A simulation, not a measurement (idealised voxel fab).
process module | voxel self aligned vias
cross-section cut | 255 nm wide | cells 5 nm
A cross-section is a grid of square cells, given in bands from the top down. A band is one or more rows of cells.
Each band's line starts with the height of the band's top and of its bottom, in nm. Then come its materials from left to right, each with its width in nm. One material with "throughout" fills the band from edge to edge. "air" is empty space.
Height 0 is the level under which the wafer as received is all one material. The lowest band goes on downwards, as in "0 down".
A width such as "30 to 40" changes by the same amount from each row of cells to the next, from the band's top row to its bottom row.
"no change" after a step means that no cell of the cross-section changed.
closed voids: empty space of 8 cells or more with no open way to the top, each as width x height at its distance from the left edge, in nm
after a step's settings: what the simulator itself notes on the step
overlay nm, on a step with a mask: how far to the right of its planned place the mask lay; to the left if negative
plan
1 op RECEIVE | material Si
2 op CONFORMAL_DEP | material SiO2 | thk nm 10
3 op CONFORMAL_DEP | material SiCN | thk nm 5
4 op DIRECTIONAL_DEP | material SiO2 | thk nm 25
5 op DIRECTIONAL_DEP | material aC | thk nm 15
6 op PATTERN | tone open | mask id LINES | material resist | width nm 25 | pitch nm 75 | thk nm 30 | overlay nm 0
7 op DIRECTIONAL_ETCH | etch materials aC | depth nm 15
8 op STRIP | etch materials resist
9 op DIRECTIONAL_ETCH | etch materials SiO2 | depth nm 25
10 op STRIP | etch materials aC
11 op CONFORMAL_DEP | material TiN | thk nm 5
12 op FILL_DEP | material Ru | thk nm 5
13 op CMP | height nm 35
14 op SELECTIVE_ETCH | etch materials W Ru TiN | depth nm 10
15 op FILL_DEP | material SiN | thk nm 5
16 op CMP | height nm 40
17 op DIRECTIONAL_DEP | material SiO2 | thk nm 15
18 op PATTERN | tone open | mask id VIAS | material resist | width nm 45 | pitch nm 150 | thk nm 15 | overlay nm 0
19 op DIRECTIONAL_ETCH | etch materials SiO2 | depth nm 15
20 op DIRECTIONAL_ETCH | etch materials SiN | depth nm 10
21 op STRIP | etch materials resist
22 op CONFORMAL_DEP | material TiN | thk nm 5
23 op FILL_DEP | material Cu | thk nm 10
24 op CMP | height nm 55
25 op CONFORMAL_DEP | material SiN | thk nm 5
varied across the wafers: height nm of step 13. The plan shows the first wafer's value. All wafers start alike
first wafer as received, after step 1
  0 down: Si throughout
  closed voids: none
first wafer at the end, after step 25
  60 to 55: SiN throughout
  55 to 40: SiO2 30 | TiN 5 | Cu 35 | TiN 5 | SiO2 105 | TiN 5 | Cu 35 | TiN 5 | SiO2 30
  40 to 35: SiN 30 | TiN 15 | Cu 15 | TiN 15 | SiN 105 | TiN 15 | Cu 15 | TiN 15 | SiN 30
  35 to 30: SiO2 40 | TiN 25 | SiO2 50 | SiN 25 | SiO2 50 | TiN 25 | SiO2 40
  30 to 25: SiO2 40 | SiN 25 | SiO2 50 | SiN 25 | SiO2 50 | SiN 25 | SiO2 40
  25 to 20: SiO2 40 | TiN 5 | Ru 15 | TiN 5 | SiO2 50 | TiN 5 | Ru 15 | TiN 5 | SiO2 50 | TiN 5 | Ru 15 | TiN 5 | SiO2 40
  20 to 15: SiO2 40 | TiN 25 | SiO2 50 | TiN 25 | SiO2 50 | TiN 25 | SiO2 40
  15 to 10: SiCN throughout
  10 to 0: SiO2 throughout
  0 down: Si throughout
  closed voids: none
last wafer at the end
  60 to 55: SiN throughout
  55 to 45: SiO2 30 | TiN 5 | Cu 35 | TiN 5 | SiO2 105 | TiN 5 | Cu 35 | TiN 5 | SiO2 30
  45 to 40: SiO2 30 | TiN 45 | SiO2 105 | TiN 45 | SiO2 30
  40 to 20: SiO2 40 | TiN 5 | Ru 15 | TiN 5 | SiO2 50 | TiN 5 | Ru 15 | TiN 5 | SiO2 50 | TiN 5 | Ru 15 | TiN 5 | SiO2 40
  20 to 15: SiO2 40 | TiN 25 | SiO2 50 | TiN 25 | SiO2 50 | TiN 25 | SiO2 40
  15 to 10: SiCN throughout
  10 to 0: SiO2 throughout
  0 down: Si throughout
  closed voids: none
each wafer at the end: cells of each material gained (+) or lost (-) since it was received, then its closed voids
height nm 35 | +48 Cu | +9 Ru | +51 SiCN | +104 SiN | +345 SiO2 | +55 TiN | closed voids: none
height nm 40 | +40 Cu | +18 Ru | +51 SiCN | +61 SiN | +381 SiO2 | +61 TiN | closed voids: none
height nm 45 | +34 Cu | +27 Ru | +51 SiCN | +56 SiN | +381 SiO2 | +63 TiN | closed voids: none
height nm 50 | +28 Cu | +36 Ru | +51 SiCN | +51 SiN | +381 SiO2 | +65 TiN | closed voids: none
